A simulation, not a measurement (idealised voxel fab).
This section sets out a process module, namely voxel spacer lines.
Shown is cross-section cut, with a width of 170 nm and square cells of size 5 nm.
Format of a cross-section: grid, square cells. Given as bands. Order: top down. Band: one or more rows of cells.
A band entry consists of two parts. The first gives the height of the band's top and the height of its bottom, in nm. The rest lists the band's materials from left to right, each with its width in nm. A single material labelled with the word "throughout" fills the band from edge to edge, and the word "blank" marks empty space.
Basically, 0 is our baseline, since under it the wafer straight out of the box is all one material. The bottom band has no lower end and keeps on going down, so it looks like "0..down".
Width: "30..40" (first number = top row, second number = bottom row, same change from row to row of cells).
The cross-section has no changed cell in any step marked "identical to before".
"Internal closed voids" contains a list of empty spaces, each no smaller than 8 cells and without an open way to the top, written in the form width x height at distance with the distance from the left edge and all three in nm.
after a step's settings: what the simulator itself notes on the step
"overlay nm" denotes, for a step that has a mask, the displacement of the mask to the right of its planned place, with negative values corresponding to the left.

Listed below are the process steps as planned:
step 1: RECEIVE [material Si]
step 2: CONFORMAL_DEP [material Al2O3] [thk nm 10]
step 3: DIRECTIONAL_DEP [material TiN] [thk nm 10]
step 4: DIRECTIONAL_DEP [material polySi] [thk nm 25]
step 5: PATTERN [tone cover] [mask id MANDREL] [material resist] [width nm 15] [pitch nm 60] [thk nm 35] [overlay nm 0]
step 6: DIRECTIONAL_ETCH [etch materials polySi] [depth nm 25]
step 7: STRIP [etch materials resist]
step 8: CONFORMAL_DEP [material SiO2] [thk nm 15]
step 9: DIRECTIONAL_ETCH [etch materials SiO2] [depth nm 15]
step 10: STRIP [etch materials polySi]
step 11: DIRECTIONAL_ETCH [etch materials TiN] [depth nm 10]
step 12: STRIP [etch materials SiO2]
step 13: FILL_DEP [material lowk] [thk nm 5]
step 14: CMP [height nm 20]

Account of the first of two wafers, which was processed as intended:

As received, after step 1:
> 0..down  Si throughout
> Internal closed voids: none

Cross-sectional representation of the wafer at the conclusion of step 2:
> 10..0  Al2O3 throughout
> Nothing below the height 0 has changed.

Cross-sectional representation of the wafer at the conclusion of step 3:
> 20..10  TiN throughout
> Nothing below the height 10 has changed.

Cross-sectional representation of the wafer at the conclusion of step 4:
> 45..20  polySi throughout
> Nothing below the height 20 has changed.

Cross-sectional representation of the wafer at the conclusion of step 5:
> 80..45  45 nm blank | 15 nm resist | 45 nm blank | 15 nm resist | 50 nm blank
> Nothing below the height 45 has changed.

Cross-sectional representation of the wafer at the conclusion of step 6:
> 80..45  45 nm blank | 15 nm resist | 45 nm blank | 15 nm resist | 50 nm blank
> 45..20  45 nm blank | 15 nm polySi | 45 nm blank | 15 nm polySi | 50 nm blank
> Nothing below the height 20 has changed.

Cross-sectional representation of the wafer at the conclusion of step 7:
> 45..20  45 nm blank | 15 nm polySi | 45 nm blank | 15 nm polySi | 50 nm blank
> Nothing below the height 20 has changed.

Cross-sectional representation of the wafer at the conclusion of step 8:
> 60..45  30 nm blank | 45 nm SiO2 | 15 nm blank | 45 nm SiO2 | 35 nm blank
> 45..35  30 nm blank | 15 nm SiO2 | 15 nm polySi | 15 nm SiO2 | 15 nm blank | 15 nm SiO2 | 15 nm polySi | 15 nm SiO2 | 35 nm blank
> 35..20  45 nm SiO2 | 15 nm polySi | 45 nm SiO2 | 15 nm polySi | 50 nm SiO2
> Nothing below the height 20 has changed.

Cross-sectional representation of the wafer at the conclusion of step 9:
> 45..20  30 nm blank | 15 nm SiO2 | 15 nm polySi | 15 nm SiO2 | 15 nm blank | 15 nm SiO2 | 15 nm polySi | 15 nm SiO2 | 35 nm blank
> Nothing below the height 20 has changed.

Cross-sectional representation of the wafer at the conclusion of step 10:
> 45..20  30 nm blank | 15 nm SiO2 | 15 nm blank | 15 nm SiO2 | 15 nm blank | 15 nm SiO2 | 15 nm blank | 15 nm SiO2 | 35 nm blank
> Nothing below the height 20 has changed.

Cross-sectional representation of the wafer at the conclusion of step 11:
> 45..20  30 nm blank | 15 nm SiO2 | 15 nm blank | 15 nm SiO2 | 15 nm blank | 15 nm SiO2 | 15 nm blank | 15 nm SiO2 | 35 nm blank
> 20..10  30 nm blank | 15 nm TiN | 15 nm blank | 15 nm TiN | 15 nm blank | 15 nm TiN | 15 nm blank | 15 nm TiN | 35 nm blank
> Nothing below the height 10 has changed.

Cross-sectional representation of the wafer at the conclusion of step 12:
> 20..10  30 nm blank | 15 nm TiN | 15 nm blank | 15 nm TiN | 15 nm blank | 15 nm TiN | 15 nm blank | 15 nm TiN | 35 nm blank
> Nothing below the height 10 has changed.

Cross-sectional representation of the wafer at the conclusion of step 13:
> 25..20  lowk throughout
> 20..10  30 nm lowk | 15 nm TiN | 15 nm lowk | 15 nm TiN | 15 nm lowk | 15 nm TiN | 15 nm lowk | 15 nm TiN | 35 nm lowk
> Nothing below the height 10 has changed.

Cross-sectional representation of the wafer at the conclusion of step 14:
> 20..10  30 nm lowk | 15 nm TiN | 15 nm lowk | 15 nm TiN | 15 nm lowk | 15 nm TiN | 15 nm lowk | 15 nm TiN | 35 nm lowk
> Nothing below the height 10 has changed.

The Second Wafer: Common Origin and Plan, One Mistake in Execution, Identical to the First Through Step 13:

The second wafer cut through, at the time step 14 was supposed to be finished:
> 15..10  30 nm lowk | 15 nm TiN | 15 nm lowk | 15 nm TiN | 15 nm lowk | 15 nm TiN | 15 nm lowk | 15 nm TiN | 35 nm lowk
> Nothing below the height 10 has changed.
It is concluded that the wafer was processed incorrectly with respect to the plan, in that step 14 did not use the planned setting and instead ran as CMP [height nm 15]
Count the cells at the end and the second wafer has more or fewer of some materials than the first: TiN -12 | lowk -22
